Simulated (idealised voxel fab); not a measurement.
The name of this process module is voxel air gaps.
Square cell edge 5 nm, section width 165 nm, ID cut.
Cross-section layout: square cells on a grid; listed as bands, top to bottom; a band spans one or more cell rows.
First you get the band's top height and its bottom height, in nm, and then the materials it's made of, left to right, with each width in nm. If you see a single material with "throughout", that one covers the band edge to edge. "empty" is empty space.
A quick word on heights: they are counted from 0, and under that level the wafer as it came to us is one material throughout. The lowest band is different from the rest in having no bottom; it simply continues downward, written as in "0 and below".
Note: "30->40" means the width goes from the first number (top row of the band) to the second number (bottom row) in equal steps per row of cells.
It should be understood that the words "nothing was modified", when stated for a given step, signify that the cross-section underwent no change in any of its cells during that step.
Voids not open to the top, 8 cells minimum: see "Trapped cavities". Written width x height at distance; distance is from the left edge; nm.
Past the settings on a step's line: simulator remark, on that step.
overlay nm: mask offset rightward from planned place, masked step; negative means leftward offset.

Process steps - plan
1,RECEIVE: material Si
2,CONFORMAL_DEP: material SiO2, thk nm 15
3,CONFORMAL_DEP: material SiN, thk nm 5
4,DIRECTIONAL_DEP: material SiO2, thk nm 40
5,PATTERN: tone open, mask id LINES, material resist, width nm 15, pitch nm 40, thk nm 15, overlay nm 0
6,DIRECTIONAL_ETCH: etch materials SiO2, depth nm 40
7,STRIP: etch materials resist
8,CONFORMAL_DEP: material TiN, thk nm 5
9,FILL_DEP: material W, thk nm 10
10,CMP: height nm 60
11,EPI: material Ru, thk nm 10
12,SELECTIVE_ETCH: etch materials SiO2, depth nm 50
13,CONFORMAL_DEP: material SiCN, thk nm 5

Received-state cross-section, reflecting completion of step 1
* 0 and below = Si throughout
* Trapped cavities: none

The cross-section shown corresponds to the wafer at the conclusion of the module. The initial structure and the process plan are those presented above; however, one mistake occurred in executing the plan
* 75 down to 70 = SiCN throughout
* 70 down to 60 = Ru throughout
* 60 down to 25 = 30 nm W; 5 nm TiN; 15 nm SiO2; 5 nm TiN; 15 nm W; 5 nm TiN; 15 nm SiO2; 5 nm TiN; 15 nm W; 5 nm TiN; 15 nm SiO2; 5 nm TiN; 30 nm W
* 25 down to 20 = 35 nm TiN; 15 nm SiO2; 25 nm TiN; 15 nm SiO2; 25 nm TiN; 15 nm SiO2; 35 nm TiN
* 20 down to 15 = SiN throughout
* 15 down to 0 = SiO2 throughout
* 0 and below = Si throughout
* Trapped cavities: none
Nonconformance to the process plan: step 5 went in with a setting other than planned; the actual run was PATTERN: tone cover, mask id LINES, material resist, width nm 15, pitch nm 40, thk nm 15, overlay nm 0
